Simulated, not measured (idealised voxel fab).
Process module heading - voxel transistor to metal
Xsec cut, 200 nm wide, square cell size 5 nm.
Cross-section format: a grid of square cells, given as bands from top to bottom; each band is one or more rows of cells.
Read a band's entry like this: the first values are the height of its top and the height of its bottom in nm, and what follows is the sequence of materials from left to right, each with its width in nm. Note that "air" is empty space, and that a single material marked "edge to edge" reaches across the band from edge to edge.
Below 0: as-received wafer, all one material; heights counted from there. Lowest band: no bottom, goes on down, written "0 and below".
Per-row width for "30..40": begins at first number (top row of band), ends at second number (bottom row), increment between rows held constant.
Where a step carries "no change", the cross-section came out of it unchanged, cell for cell.
In "Closed void listing" the enclosed voids are listed, meaning empty spaces of 8 cells or larger without any opening to the top. The form is width x height at distance, distance from the left edge, units nm.
Text after the settings on a step's line: the simulator's own remark on that step.
For masked steps, "overlay nm" on the step line gives how far right of plan the mask actually lay; a minus sign means it lay to the left.
THE PLANNED PROCESS STEPS ARE ENUMERATED HEREUNDER
- 1: RECEIVE | material Si
- 2: CONFORMAL_DEP | material SiO2 | thk nm 5
- 3: CONFORMAL_DEP | material SiN | thk nm 15
- 4: DIRECTIONAL_DEP | material aC | thk nm 10
- 5: PATTERN | tone cover | mask id ACTIVE | material resist | width nm 110 | thk nm 30 | overlay nm 0
- 6: DIRECTIONAL_ETCH | etch materials aC | depth nm 10
- 7: STRIP | etch materials resist
- 8: DIRECTIONAL_ETCH | etch materials SiN | depth nm 15
- 9: DIRECTIONAL_ETCH | etch materials SiO2 | depth nm 5
- 10: DIRECTIONAL_ETCH | etch materials Si | depth nm 30
- 11: STRIP | etch materials aC
- 12: OXIDIZE | depth nm 5
- 13: FILL_DEP | material SiO2 | thk nm 15
- 14: CMP | height nm 20
- 15: SELECTIVE_ETCH | etch materials SiO2 | depth nm 10
- 16: STRIP | etch materials SiN
- 17: SELECTIVE_ETCH | etch materials SiO2 | depth nm 5
- 18: OXIDIZE | depth nm 5
- 19: DIRECTIONAL_DEP | material polySi | thk nm 25
- 20: DIRECTIONAL_DEP | material SiCN | thk nm 10
- 21: MASKED_ETCH | tone cover | mask id GATE | width nm 20 | etch materials SiCN | depth nm 20 | overlay nm 0
- 22: MASKED_ETCH | tone cover | mask id GATE | width nm 20 | etch materials polySi | depth nm 35 | overlay nm 0
- 23: CONFORMAL_DEP | material SiO2 | thk nm 5
- 24: DIRECTIONAL_ETCH | etch materials SiO2 | depth nm 5
- 25: CONFORMAL_DEP | material SiN | thk nm 5
- 26: DIRECTIONAL_ETCH | etch materials SiN | depth nm 5
- 27: DIRECTIONAL_ETCH | etch materials SiO2 | depth nm 5
- 28: DIRECTIONAL_ETCH | etch materials Si | depth nm 15
- 29: EPI | material nSi | thk nm 15
- 30: FILL_DEP | material SiO2 | thk nm 10
- 31: CMP | height nm 35
- 32: DIRECTIONAL_DEP | material SiO2 | thk nm 10
- 33: DIRECTIONAL_DEP | material aC | thk nm 15
- 34: PATTERN | tone open | mask id CONTACT | material resist | width nm 15 | pitch nm 75 | thk nm 35 | overlay nm 0
- 35: DIRECTIONAL_ETCH | etch materials aC | depth nm 15
- 36: STRIP | etch materials resist
- 37: DIRECTIONAL_ETCH | etch materials SiO2 | depth nm 50
- 38: STRIP | etch materials aC
- 39: CONFORMAL_DEP | material TiN | thk nm 5
- 40: FILL_DEP | material Ru | thk nm 10
- 41: CMP | height nm 45
- 42: DIRECTIONAL_DEP | material TiN | thk nm 5
- 43: DIRECTIONAL_DEP | material Ru | thk nm 15
- 44: DIRECTIONAL_DEP | material aC | thk nm 10
- 45: PATTERN | tone cover | mask id METAL_1 | material resist | width nm 15 | pitch nm 75 | thk nm 30 | overlay nm 0
- 46: DIRECTIONAL_ETCH | etch materials aC | depth nm 10
- 47: STRIP | etch materials resist
- 48: DIRECTIONAL_ETCH | etch materials Ru | depth nm 15
- 49: DIRECTIONAL_ETCH | etch materials TiN | depth nm 5
- 50: STRIP | etch materials aC
- 51: FILL_DEP | material SiO2 | thk nm 10
- 52: CMP | height nm 65
- 53: CONFORMAL_DEP | material SiCN | thk nm 5
- 54: DIRECTIONAL_DEP | material SiO2 | thk nm 30
- 55: DIRECTIONAL_DEP | material aC | thk nm 15
- 56: PATTERN | tone open | mask id METAL_2 | material resist | width nm 15 | pitch nm 75 | thk nm 30 | overlay nm 0
- 57: DIRECTIONAL_ETCH | etch materials aC | depth nm 15
- 58: STRIP | etch materials resist
- 59: DIRECTIONAL_ETCH | etch materials SiO2 | depth nm 20
- 60: STRIP | etch materials aC
- 61: PATTERN | tone open | mask id METAL_2_HOLES | material resist | width nm 15 | pitch nm 75 | thk nm 20 | overlay nm 0
- 62: DIRECTIONAL_ETCH | etch materials SiO2 | depth nm 10
- 63: DIRECTIONAL_ETCH | etch materials SiCN | depth nm 5
- 64: STRIP | etch materials resist
- 65: CONFORMAL_DEP | material TiN | thk nm 5
- 66: FILL_DEP | material Cu | thk nm 5
- 67: CMP | height nm 100
- 68: CONFORMAL_DEP | material SiN | thk nm 5
THE CROSS-SECTION HERE SHOWS THE WAFER AS RECEIVED, I.E. IN ITS STATE AFTER STEP 1
0 and below  Si edge to edge
Closed void listing: none
END-OF-MODULE XS, FIRST OF TWO WAFERS, RUN AS PLANNED
105 down to 100  SiN edge to edge
100 down to 70  55 of SiO2, 5 of TiN, 5 of Cu, 5 of TiN, 60 of SiO2, 5 of TiN, 5 of Cu, 5 of TiN, 55 of SiO2
70 down to 65  55 of SiCN, 15 of TiN, 60 of SiCN, 15 of TiN, 55 of SiCN
65 down to 50  55 of SiO2, 15 of Ru, 60 of SiO2, 15 of Ru, 55 of SiO2
50 down to 45  55 of SiO2, 15 of TiN, 60 of SiO2, 15 of TiN, 55 of SiO2
45 down to 35  55 of SiO2, 5 of TiN, 5 of Ru, 5 of TiN, 60 of SiO2, 5 of TiN, 5 of Ru, 5 of TiN, 55 of SiO2
35 down to 25  55 of SiO2, 5 of TiN, 5 of Ru, 5 of TiN, 10 of SiO2, 5 of SiN, 5 of SiO2, 20 of SiCN, 5 of SiO2, 5 of SiN, 10 of SiO2, 5 of TiN, 5 of Ru, 5 of TiN, 55 of SiO2
25 down to 15  55 of SiO2, 5 of TiN, 5 of Ru, 5 of TiN, 10 of SiO2, 5 of SiN, 5 of SiO2, 20 of polySi, 5 of SiO2, 5 of SiN, 10 of SiO2, 5 of TiN, 5 of Ru, 5 of TiN, 55 of SiO2
15 down to 10  55 of SiO2, 15 of TiN, 10 of SiO2, 5 of SiN, 5 of SiO2, 20 of polySi, 5 of SiO2, 5 of SiN, 10 of SiO2, 15 of TiN, 55 of SiO2
10 down to 5  55 of SiO2, 10 of TiN, 15 of nSi, 5 of SiN, 5 of SiO2, 20 of polySi, 5 of SiO2, 5 of SiN, 15 of nSi, 10 of TiN, 55 of SiO2
5 down to 0  45 of SiO2, 5 of SiN, 5 of SiO2, 10 of TiN, 15 of nSi, 5 of SiN, 5 of SiO2, 20 of polySi, 5 of SiO2, 5 of SiN, 15 of nSi, 10 of TiN, 5 of SiO2, 5 of SiN, 45 of SiO2
0 down to -5  55 of SiO2, 10 of TiN, 15 of nSi, 40 of SiO2, 15 of nSi, 10 of TiN, 55 of SiO2
-5 down to -20  50 of SiO2, 30 of nSi, 40 of Si, 30 of nSi, 50 of SiO2
-20 down to -35  50 of SiO2, 100 of Si, 50 of SiO2
-35 and below  Si edge to edge
Closed void listing: none
CROSS-SECTIONAL VIEW: SECOND OF TWO WAFERS, END OF MODULE; START AND PLAN IDENTICAL TO THE FIRST, ONE MISTAKE IN RUNNING
105 down to 100  SiN edge to edge
100 down to 70  55 of SiO2, 5 of TiN, 5 of Cu, 5 of TiN, 60 of SiO2, 5 of TiN, 5 of Cu, 5 of TiN, 55 of SiO2
70 down to 65  55 of SiCN, 15 of TiN, 60 of SiCN, 15 of TiN, 55 of SiCN
65 down to 50  55 of SiO2, 15 of Ru, 60 of SiO2, 15 of Ru, 55 of SiO2
50 down to 45  Cu edge to edge
45 down to 35  55 of SiO2, 5 of TiN, 5 of Ru, 5 of TiN, 60 of SiO2, 5 of TiN, 5 of Ru, 5 of TiN, 55 of SiO2
35 down to 25  55 of SiO2, 5 of TiN, 5 of Ru, 5 of TiN, 10 of SiO2, 5 of SiN, 5 of SiO2, 20 of SiCN, 5 of SiO2, 5 of SiN, 10 of SiO2, 5 of TiN, 5 of Ru, 5 of TiN, 55 of SiO2
25 down to 15  55 of SiO2, 5 of TiN, 5 of Ru, 5 of TiN, 10 of SiO2, 5 of SiN, 5 of SiO2, 20 of polySi, 5 of SiO2, 5 of SiN, 10 of SiO2, 5 of TiN, 5 of Ru, 5 of TiN, 55 of SiO2
15 down to 10  55 of SiO2, 15 of TiN, 10 of SiO2, 5 of SiN, 5 of SiO2, 20 of polySi, 5 of SiO2, 5 of SiN, 10 of SiO2, 15 of TiN, 55 of SiO2
10 down to 5  55 of SiO2, 10 of TiN, 15 of nSi, 5 of SiN, 5 of SiO2, 20 of polySi, 5 of SiO2, 5 of SiN, 15 of nSi, 10 of TiN, 55 of SiO2
5 down to 0  45 of SiO2, 5 of SiN, 5 of SiO2, 10 of TiN, 15 of nSi, 5 of SiN, 5 of SiO2, 20 of polySi, 5 of SiO2, 5 of SiN, 15 of nSi, 10 of TiN, 5 of SiO2, 5 of SiN, 45 of SiO2
0 down to -5  55 of SiO2, 10 of TiN, 15 of nSi, 40 of SiO2, 15 of nSi, 10 of TiN, 55 of SiO2
-5 down to -20  50 of SiO2, 30 of nSi, 40 of Si, 30 of nSi, 50 of SiO2
-20 down to -35  50 of SiO2, 100 of Si, 50 of SiO2
-35 and below  Si edge to edge
Closed void listing: none
In executing the process, a mistake was made relative to the plan: step 42 was processed under conditions differing from the plan, specifically as DIRECTIONAL_DEP | material Cu | thk nm 5
FYI, end of process, the second wafer has more or fewer cells of some materials than the first: Cu: 40 more, SiO2: 34 fewer, TiN: 6 fewer
